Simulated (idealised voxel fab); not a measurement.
Documented hereafter: the process module known as voxel lift off.
In the cross-section labelled cut, the width is 260 nm and each square cell is 5 nm.
Cross-section layout: square cells on a grid; listed as bands, top to bottom; a band spans one or more cell rows.
Band entry format. Leading values: height of top, height of bottom, nm. Remainder: materials in left-to-right order, each with its width in nm. Special words: "everywhere" on a single material, which then fills the band edge to edge; "air", empty space.
We count height from 0. Below that, the starting wafer is all one material. The lowest band never ends at the bottom but goes on down; see "z 0 and below" for how that is written.
It should be noted that a width expressed as "30 to 40" varies in equal increments from row to row of cells within the band, taking the value of the first number at the top row and that of the second number at the bottom row.
Reading "nothing was modified" for a step: not a cell of the cross-section changed in it.
Cavities, sealed: empty space of 8 cells or more with no open way to the top, each as width x height at its distance from the left edge, in nm
It should be noted that, on the line of a given step, the content following the step's settings is a remark produced by the simulator itself with respect to that step.
The "overlay nm" setting may appear on a step's line; for a step that uses a mask, it gives how far to the right of its planned position the mask lay, and a negative value indicates the left.

# Planned step list for the process
1: RECEIVE | material Si
2: CONFORMAL_DEP | material SiO2 | thk nm 5
3: PATTERN | tone open | mask id LINES | material resist | width nm 25 | pitch nm 45 | thk nm 20 | overlay nm 0
4: DIRECTIONAL_DEP | material Ru | thk nm 10
5: STRIP | etch materials resist
6: CONFORMAL_DEP | material SiCN | thk nm 10

# Cross-section, incoming material, after step 1
	z 0 and below = Si everywhere
	Cavities, sealed: none

# Module complete, cross-section. Starting point and plan per above. One mistake made in running the module
	z 20 to 15 = air 65, then SiCN 35, then air 10, then SiCN 35, then air 10, then SiCN 35, then air 70
	z 15 to 10 = air 65, then SiCN 5, then Ru 25, then SiCN 5, then air 10, then SiCN 5, then Ru 25, then SiCN 5, then air 10, then SiCN 5, then Ru 25, then SiCN 5, then air 70
	z 10 to 5 = SiCN 70, then Ru 25, then SiCN 20, then Ru 25, then SiCN 20, then Ru 25, then SiCN 75
	z 5 to 0 = SiO2 everywhere
	z 0 and below = Si everywhere
	Cavities, sealed: none
Want to know what went wrong? planned and actual differ for step 6; actual: CONFORMAL_DEP | material SiCN | thk nm 5
